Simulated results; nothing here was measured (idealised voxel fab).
Process module name: voxel self aligned contacts
cross-section cut | 170 nm wide | cells 5 nm
Cross-sections here: square-cell grids, written as top-down lists of bands, a band being one or more rows of cells. In this notation a band is specified by the heights of its top and bottom, in that order and in nm, after which its materials appear from left to right, each paired with its width in nm. The word "all across" attached to a single material means that material fills the band from edge to edge; the word "air" stands for empty space. Height is counted from the level 0, under which the received wafer is composed throughout of one material. The lowest of the bands is not closed at the bottom but continues downward, in the notation "top 0, no bottom". Graded width ("30..40"): value in top row of band = first number; value in bottom row = second number; row-to-row change constant. Where the words "remained the same" appear for a step, the cross-section shows no cell changed by that step; every cell remained as before. Closed-off voids of 8+ cells (no open route to the top) go in "Fully closed voids", written width x height at distance from the left edge, in nm. If you see something after the settings on a step's line, that's the simulator's own remark about that step. For masked steps, "overlay nm" on the step line gives how far right of plan the mask actually lay; a minus sign means it lay to the left.

HERE'S WHAT THE PLANNED PROCESS STEPS LOOK LIKE
1 RECEIVE: material Si
2 CONFORMAL_DEP: material SiO2, thk nm 5
3 DIRECTIONAL_DEP: material polySi, thk nm 25
4 DIRECTIONAL_DEP: material SiN, thk nm 20
5 PATTERN: tone cover, mask id GATE, material resist, width nm 25, pitch nm 60, thk nm 20, overlay nm 0
6 DIRECTIONAL_ETCH: etch materials SiN, depth nm 20
7 DIRECTIONAL_ETCH: etch materials polySi, depth nm 25
8 STRIP: etch materials resist
9 CONFORMAL_DEP: material SiN, thk nm 5
10 DIRECTIONAL_ETCH: etch materials SiN, depth nm 5
11 FILL_DEP: material SiO2, thk nm 15
12 CMP: height nm 55
13 DIRECTIONAL_DEP: material aC, thk nm 10
14 PATTERN: tone open, mask id CONTACT, material resist, width nm 45, thk nm 25, overlay nm 0
15 DIRECTIONAL_ETCH: etch materials aC, depth nm 10
16 STRIP: etch materials resist
17 DIRECTIONAL_ETCH: etch materials SiO2, depth nm 55
18 STRIP: etch materials aC
19 CONFORMAL_DEP: material TiN, thk nm 5
20 FILL_DEP: material Ru, thk nm 5
21 CMP: height nm 55
22 CONFORMAL_DEP: material SiCN, thk nm 5

THE FIRST OF THE TWO WAFERS, WHICH RAN AS PLANNED

CROSS-SECTION OF THE INCOMING WAFER, STATE AFTER STEP 1
> top 0, no bottom | Si all across
> Fully closed voids: none

THE WAFER, SEEN IN CROSS-SECTION, AFTER STEP 2
> top 5, bottom 0 | SiO2 all across
> At heights below 0, the structure remains unaltered.

THE WAFER, SEEN IN CROSS-SECTION, AFTER STEP 3
> top 30, bottom 5 | polySi all across
> At heights below 5, the structure remains unaltered.

THE WAFER, SEEN IN CROSS-SECTION, AFTER STEP 4
> top 50, bottom 30 | SiN all across
> At heights below 30, the structure remains unaltered.

THE WAFER, SEEN IN CROSS-SECTION, AFTER STEP 5
> top 70, bottom 50 | air 40 | resist 25 | air 35 | resist 25 | air 45
> At heights below 50, the structure remains unaltered.

THE WAFER, SEEN IN CROSS-SECTION, AFTER STEP 6
> top 70, bottom 50 | air 40 | resist 25 | air 35 | resist 25 | air 45
> top 50, bottom 30 | air 40 | SiN 25 | air 35 | SiN 25 | air 45
> At heights below 30, the structure remains unaltered.

THE WAFER, SEEN IN CROSS-SECTION, AFTER STEP 7
> top 70, bottom 50 | air 40 | resist 25 | air 35 | resist 25 | air 45
> top 50, bottom 30 | air 40 | SiN 25 | air 35 | SiN 25 | air 45
> top 30, bottom 5 | air 40 | polySi 25 | air 35 | polySi 25 | air 45
> At heights below 5, the structure remains unaltered.

THE WAFER, SEEN IN CROSS-SECTION, AFTER STEP 8
> top 50, bottom 30 | air 40 | SiN 25 | air 35 | SiN 25 | air 45
> At heights below 30, the structure remains unaltered.

THE WAFER, SEEN IN CROSS-SECTION, AFTER STEP 9
> top 55, bottom 30 | air 35 | SiN 35 | air 25 | SiN 35 | air 40
> top 30, bottom 10 | air 35 | SiN 5 | polySi 25 | SiN 5 | air 25 | SiN 5 | polySi 25 | SiN 5 | air 40
> top 10, bottom 5 | SiN 40 | polySi 25 | SiN 35 | polySi 25 | SiN 45
> At heights below 5, the structure remains unaltered.

THE WAFER, SEEN IN CROSS-SECTION, AFTER STEP 10
> top 50, bottom 30 | air 35 | SiN 35 | air 25 | SiN 35 | air 40
> top 30, bottom 5 | air 35 | SiN 5 | polySi 25 | SiN 5 | air 25 | SiN 5 | polySi 25 | SiN 5 | air 40
> At heights below 5, the structure remains unaltered.

THE WAFER, SEEN IN CROSS-SECTION, AFTER STEP 11
> top 65, bottom 50 | SiO2 all across
> top 50, bottom 30 | SiO2 35 | SiN 35 | SiO2 25 | SiN 35 | SiO2 40
> top 30, bottom 5 | SiO2 35 | SiN 5 | polySi 25 | SiN 5 | SiO2 25 | SiN 5 | polySi 25 | SiN 5 | SiO2 40
> At heights below 5, the structure remains unaltered.

THE WAFER, SEEN IN CROSS-SECTION, AFTER STEP 12
> top 55, bottom 50 | SiO2 all across
> At heights below 50, the structure remains unaltered.

THE WAFER, SEEN IN CROSS-SECTION, AFTER STEP 13
> top 65, bottom 55 | aC all across
> At heights below 55, the structure remains unaltered.

THE WAFER, SEEN IN CROSS-SECTION, AFTER STEP 14
> top 90, bottom 65 | resist 60 | air 45 | resist 65
> At heights below 65, the structure remains unaltered.

THE WAFER, SEEN IN CROSS-SECTION, AFTER STEP 15
> top 80, bottom 65 | resist 60 | air 45 | resist 65
> top 65, bottom 55 | aC 60 | air 45 | aC 65
> At heights below 55, the structure remains unaltered.

THE WAFER, SEEN IN CROSS-SECTION, AFTER STEP 16
> top 65, bottom 55 | aC 60 | air 45 | aC 65
> At heights below 55, the structure remains unaltered.

THE WAFER, SEEN IN CROSS-SECTION, AFTER STEP 17
> top 65, bottom 55 | aC 60 | air 45 | aC 65
> top 55, bottom 50 | SiO2 60 | air 45 | SiO2 65
> top 50, bottom 30 | SiO2 35 | SiN 35 | air 25 | SiN 35 | SiO2 40
> top 30, bottom 5 | SiO2 35 | SiN 5 | polySi 25 | SiN 5 | air 25 | SiN 5 | polySi 25 | SiN 5 | SiO2 40
> top 5, bottom 0 | SiO2 70 | air 25 | SiO2 75
> At heights below 0, the structure remains unaltered.

THE WAFER, SEEN IN CROSS-SECTION, AFTER STEP 18
> top 55, bottom 50 | SiO2 60 | air 45 | SiO2 65
> At heights below 50, the structure remains unaltered.

THE WAFER, SEEN IN CROSS-SECTION, AFTER STEP 19
> top 60, bottom 55 | TiN 65 | air 35 | TiN 70
> top 55, bottom 50 | SiO2 60 | TiN 15 | air 15 | TiN 15 | SiO2 65
> top 50, bottom 30 | SiO2 35 | SiN 35 | TiN 5 | air 15 | TiN 5 | SiN 35 | SiO2 40
> top 30, bottom 5 | SiO2 35 | SiN 5 | polySi 25 | SiN 5 | TiN 5 | air 15 | TiN 5 | SiN 5 | polySi 25 | SiN 5 | SiO2 40
> top 5, bottom 0 | SiO2 70 | TiN 25 | SiO2 75
> At heights below 0, the structure remains unaltered.

THE WAFER, SEEN IN CROSS-SECTION, AFTER STEP 20
> top 65, bottom 60 | Ru all across
> top 60, bottom 55 | TiN 65 | Ru 35 | TiN 70
> top 55, bottom 50 | SiO2 60 | TiN 15 | Ru 15 | TiN 15 | SiO2 65
> top 50, bottom 30 | SiO2 35 | SiN 35 | TiN 5 | Ru 15 | TiN 5 | SiN 35 | SiO2 40
> top 30, bottom 5 | SiO2 35 | SiN 5 | polySi 25 | SiN 5 | TiN 5 | Ru 15 | TiN 5 | SiN 5 | polySi 25 | SiN 5 | SiO2 40
> At heights below 5, the structure remains unaltered.

THE WAFER, SEEN IN CROSS-SECTION, AFTER STEP 21
> top 55, bottom 50 | SiO2 60 | TiN 15 | Ru 15 | TiN 15 | SiO2 65
> At heights below 50, the structure remains unaltered.

THE WAFER, SEEN IN CROSS-SECTION, AFTER STEP 22
> top 60, bottom 55 | SiCN all across
> At heights below 55, the structure remains unaltered.

NOW THE OTHER WAFER: SAME START, SAME RECIPE, BUT WE MESSED UP ONE THING WHEN RUNNING IT. UP TO AND INCLUDING STEP 1 IT'S THE SAME AS THE FIRST ONE

when step 2 should have ended: remained the same

WHEN STEP 3 SHOULD HAVE ENDED
> top 25, bottom 0 | polySi all across
> At heights below 0, the structure remains unaltered.

WHEN STEP 4 SHOULD HAVE ENDED
> top 45, bottom 25 | SiN all across
> At heights below 25, the structure remains unaltered.

WHEN STEP 5 SHOULD HAVE ENDED
> top 65, bottom 45 | air 40 | resist 25 | air 35 | resist 25 | air 45
> At heights below 45, the structure remains unaltered.

WHEN STEP 6 SHOULD HAVE ENDED
> top 65, bottom 45 | air 40 | resist 25 | air 35 | resist 25 | air 45
> top 45, bottom 25 | air 40 | SiN 25 | air 35 | SiN 25 | air 45
> At heights below 25, the structure remains unaltered.

WHEN STEP 7 SHOULD HAVE ENDED
> top 65, bottom 45 | air 40 | resist 25 | air 35 | resist 25 | air 45
> top 45, bottom 25 | air 40 | SiN 25 | air 35 | SiN 25 | air 45
> top 25, bottom 0 | air 40 | polySi 25 | air 35 | polySi 25 | air 45
> At heights below 0, the structure remains unaltered.

WHEN STEP 8 SHOULD HAVE ENDED
> top 45, bottom 25 | air 40 | SiN 25 | air 35 | SiN 25 | air 45
> At heights below 25, the structure remains unaltered.

WHEN STEP 9 SHOULD HAVE ENDED
> top 50, bottom 25 | air 35 | SiN 35 | air 25 | SiN 35 | air 40
> top 25, bottom 5 | air 35 | SiN 5 | polySi 25 | SiN 5 | air 25 | SiN 5 | polySi 25 | SiN 5 | air 40
> top 5, bottom 0 | SiN 40 | polySi 25 | SiN 35 | polySi 25 | SiN 45
> At heights below 0, the structure remains unaltered.

WHEN STEP 10 SHOULD HAVE ENDED
> top 45, bottom 25 | air 35 | SiN 35 | air 25 | SiN 35 | air 40
> top 25, bottom 0 | air 35 | SiN 5 | polySi 25 | SiN 5 | air 25 | SiN 5 | polySi 25 | SiN 5 | air 40
> At heights below 0, the structure remains unaltered.

WHEN STEP 11 SHOULD HAVE ENDED
> top 60, bottom 45 | SiO2 all across
> top 45, bottom 25 | SiO2 35 | SiN 35 | SiO2 25 | SiN 35 | SiO2 40
> top 25, bottom 0 | SiO2 35 | SiN 5 | polySi 25 | SiN 5 | SiO2 25 | SiN 5 | polySi 25 | SiN 5 | SiO2 40
> At heights below 0, the structure remains unaltered.

WHEN STEP 12 SHOULD HAVE ENDED
> top 55, bottom 45 | SiO2 all across
> At heights below 45, the structure remains unaltered.

WHEN STEP 13 SHOULD HAVE ENDED
> top 65, bottom 55 | aC all across
> At heights below 55, the structure remains unaltered.

WHEN STEP 14 SHOULD HAVE ENDED
> top 90, bottom 65 | resist 60 | air 45 | resist 65
> At heights below 65, the structure remains unaltered.

WHEN STEP 15 SHOULD HAVE ENDED
> top 80, bottom 65 | resist 60 | air 45 | resist 65
> top 65, bottom 55 | aC 60 | air 45 | aC 65
> At heights below 55, the structure remains unaltered.

WHEN STEP 16 SHOULD HAVE ENDED
> top 65, bottom 55 | aC 60 | air 45 | aC 65
> At heights below 55, the structure remains unaltered.

WHEN STEP 17 SHOULD HAVE ENDED
> top 65, bottom 55 | aC 60 | air 45 | aC 65
> top 55, bottom 45 | SiO2 60 | air 45 | SiO2 65
> top 45, bottom 25 | SiO2 35 | SiN 35 | air 25 | SiN 35 | SiO2 40
> top 25, bottom 0 | SiO2 35 | SiN 5 | polySi 25 | SiN 5 | air 25 | SiN 5 | polySi 25 | SiN 5 | SiO2 40
> At heights below 0, the structure remains unaltered.

WHEN STEP 18 SHOULD HAVE ENDED
> top 55, bottom 45 | SiO2 60 | air 45 | SiO2 65
> At heights below 45, the structure remains unaltered.

WHEN STEP 19 SHOULD HAVE ENDED
> top 60, bottom 55 | TiN 65 | air 35 | TiN 70
> top 55, bottom 45 | SiO2 60 | TiN 5..15 | air 35..15 | TiN 5..15 | SiO2 65
> top 45, bottom 25 | SiO2 35 | SiN 35 | TiN 5 | air 15 | TiN 5 | SiN 35 | SiO2 40
> top 25, bottom 5 | SiO2 35 | SiN 5 | polySi 25 | SiN 5 | TiN 5 | air 15 | TiN 5 | SiN 5 | polySi 25 | SiN 5 | SiO2 40
> top 5, bottom 0 | SiO2 35 | SiN 5 | polySi 25 | SiN 5 | TiN 25 | SiN 5 | polySi 25 | SiN 5 | SiO2 40
> At heights below 0, the structure remains unaltered.

WHEN STEP 20 SHOULD HAVE ENDED
> top 65, bottom 60 | Ru all across
> top 60, bottom 55 | TiN 65 | Ru 35 | TiN 70
> top 55, bottom 45 | SiO2 60 | TiN 5..15 | Ru 35..15 | TiN 5..15 | SiO2 65
> top 45, bottom 25 | SiO2 35 | SiN 35 | TiN 5 | Ru 15 | TiN 5 | SiN 35 | SiO2 40
> top 25, bottom 5 | SiO2 35 | SiN 5 | polySi 25 | SiN 5 | TiN 5 | Ru 15 | TiN 5 | SiN 5 | polySi 25 | SiN 5 | SiO2 40
> At heights below 5, the structure remains unaltered.

WHEN STEP 21 SHOULD HAVE ENDED
> top 55, bottom 45 | SiO2 60 | TiN 5..15 | Ru 35..15 | TiN 5..15 | SiO2 65
> At heights below 45, the structure remains unaltered.

WHEN STEP 22 SHOULD HAVE ENDED
> top 60, bottom 55 | SiCN all across
> At heights below 55, the structure remains unaltered.
Plan not followed: step 2 in the plan did not get run; it was skipped
The second wafer ends with more or fewer cells of some materials than the first, per final count: Ru +4; SiO2 -4
